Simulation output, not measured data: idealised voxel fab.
process module | voxel capacitor over wiring
cross-section cut | 245 nm wide | cells 5 nm
A cross-section is a grid of square cells, given in bands from the top down. A band is one or more rows of cells.
Each band's line starts with the height of the band's top and of its bottom, in nm. Then come its materials from left to right, each with its width in nm. One material with "throughout" fills the band from edge to edge. "air" is empty space.
Height 0 is the level under which the wafer as received is all one material. The lowest band goes on downwards, as in "0 down".
A width such as "30 to 40" changes by the same amount from each row of cells to the next, from the band's top row to its bottom row.
"no change" after a step means that no cell of the cross-section changed.
closed voids: empty space of 8 cells or more with no open way to the top, each as width x height at its distance from the left edge, in nm
after a step's settings: what the simulator itself notes on the step
overlay nm, on a step with a mask: how far to the right of its planned place the mask lay; to the left if negative
plan
1 op RECEIVE | material Si
2 op CONFORMAL_DEP | material SiO2 | thk nm 10
3 op CONFORMAL_DEP | material SiN | thk nm 5
4 op DIRECTIONAL_DEP | material SiO2 | thk nm 15
5 op DIRECTIONAL_DEP | material aC | thk nm 15
6 op PATTERN | tone open | mask id METAL_1 | material resist | width nm 25 | pitch nm 75 | thk nm 30 | overlay nm 0
7 op DIRECTIONAL_ETCH | etch materials aC | depth nm 15
8 op STRIP | etch materials resist
9 op DIRECTIONAL_ETCH | etch materials SiO2 | depth nm 15
10 op DIRECTIONAL_ETCH | etch materials SiN | depth nm 5
11 op STRIP | etch materials aC
12 op CONFORMAL_DEP | material TiN | thk nm 5
13 op FILL_DEP | material Cu | thk nm 5
14 op CMP | height nm 30
15 op CONFORMAL_DEP | material SiCN | thk nm 5
16 op DIRECTIONAL_DEP | material lowk | thk nm 15
17 op PATTERN | tone open | mask id PLUG_1 | material resist | width nm 15 | thk nm 20 | overlay nm 0
18 op DIRECTIONAL_ETCH | etch materials lowk | depth nm 15
19 op DIRECTIONAL_ETCH | etch materials SiCN | depth nm 5
20 op STRIP | etch materials resist
21 op CONFORMAL_DEP | material TiN | thk nm 5
22 op FILL_DEP | material Ru | thk nm 10
23 op CMP | height nm 50
24 op DIRECTIONAL_DEP | material TiN | thk nm 10
25 op DIRECTIONAL_DEP | material HfO2 | thk nm 5
26 op DIRECTIONAL_DEP | material TiN | thk nm 10
27 op MASKED_ETCH | tone cover | mask id UPPER_PLATE | width nm 55 | etch materials TiN | depth nm 10 | overlay nm 0
28 op MASKED_ETCH | tone cover | mask id UPPER_PLATE | width nm 55 | etch materials HfO2 | depth nm 5 | overlay nm 0
29 op PATTERN | tone cover | mask id LOWER_PLATE | material resist | width nm 65 | thk nm 20 | overlay nm 0
30 op DIRECTIONAL_ETCH | etch materials TiN | depth nm 10
31 op STRIP | etch materials resist
32 op FILL_DEP | material SiO2 | thk nm 15
33 op CMP | height nm 85
34 op DIRECTIONAL_DEP | material aC | thk nm 10
35 op PATTERN | tone open | mask id PLUG_2 | material resist | width nm 15 | thk nm 30 | overlay nm -15
36 op DIRECTIONAL_ETCH | etch materials aC | depth nm 10
37 op STRIP | etch materials resist
38 op DIRECTIONAL_ETCH | etch materials SiO2 | depth nm 10
39 op STRIP | etch materials aC
40 op CONFORMAL_DEP | material TiN | thk nm 5
41 op FILL_DEP | material Ru | thk nm 10
42 op CMP | height nm 85
43 op CONFORMAL_DEP | material SiN | thk nm 5
varied across the wafers: overlay nm of step 35. The plan shows the first wafer's value. All wafers start alike
first wafer as received, after step 1
  0 down: Si throughout
  closed voids: none
first wafer at the end, after step 43
  90 to 85: SiN throughout
  85 to 80: SiO2 75 | TiN 5 | Ru 5 | TiN 5 | SiO2 155
  80 to 75: SiO2 75 | TiN 15 | SiO2 155
  75 to 65: SiO2 80 | TiN 55 | SiO2 110
  65 to 60: SiO2 80 | HfO2 55 | SiO2 110
  60 to 50: SiO2 75 | TiN 65 | SiO2 105
  50 to 35: lowk 80 | TiN 5 | Ru 5 | TiN 5 | lowk 150
  35 to 30: SiCN 80 | TiN 15 | SiCN 150
  30 to 15: SiO2 70 | TiN 5 | Cu 15 | TiN 5 | SiO2 50 | TiN 5 | Cu 15 | TiN 5 | SiO2 75
  15 to 10: SiN 70 | TiN 25 | SiN 50 | TiN 25 | SiN 75
  10 to 0: SiO2 throughout
  0 down: Si throughout
  closed voids: none
last wafer at the end
  90 to 85: SiN throughout
  85 to 80: SiO2 105 | TiN 5 | Ru 5 | TiN 5 | SiO2 125
  80 to 75: SiO2 105 | TiN 15 | SiO2 125
  75 to 65: SiO2 80 | TiN 55 | SiO2 110
  65 to 60: SiO2 80 | HfO2 55 | SiO2 110
  60 to 50: SiO2 75 | TiN 65 | SiO2 105
  50 to 35: lowk 80 | TiN 5 | Ru 5 | TiN 5 | lowk 150
  35 to 30: SiCN 80 | TiN 15 | SiCN 150
  30 to 15: SiO2 70 | TiN 5 | Cu 15 | TiN 5 | SiO2 50 | TiN 5 | Cu 15 | TiN 5 | SiO2 75
  15 to 10: SiN 70 | TiN 25 | SiN 50 | TiN 25 | SiN 75
  10 to 0: SiO2 throughout
  0 down: Si throughout
  closed voids: none
each wafer at the end: cells of each material gained (+) or lost (-) since it was received, then its closed voids
overlay nm -15 | +18 Cu | +11 HfO2 | +4 Ru | +46 SiCN | +88 SiN | +493 SiO2 | +84 TiN | +138 lowk | closed voids: none
overlay nm -10 | +18 Cu | +11 HfO2 | +4 Ru | +46 SiCN | +88 SiN | +493 SiO2 | +84 TiN | +138 lowk | closed voids: none
overlay nm -5 | +18 Cu | +11 HfO2 | +4 Ru | +46 SiCN | +88 SiN | +493 SiO2 | +84 TiN | +138 lowk | closed voids: none
overlay nm 0 | +18 Cu | +11 HfO2 | +4 Ru | +46 SiCN | +88 SiN | +493 SiO2 | +84 TiN | +138 lowk | closed voids: none
overlay nm 5 | +18 Cu | +11 HfO2 | +4 Ru | +46 SiCN | +88 SiN | +493 SiO2 | +84 TiN | +138 lowk | closed voids: none
overlay nm 10 | +18 Cu | +11 HfO2 | +4 Ru | +46 SiCN | +88 SiN | +493 SiO2 | +84 TiN | +138 lowk | closed voids: none
overlay nm 15 | +18 Cu | +11 HfO2 | +4 Ru | +46 SiCN | +88 SiN | +493 SiO2 | +84 TiN | +138 lowk | closed voids: none
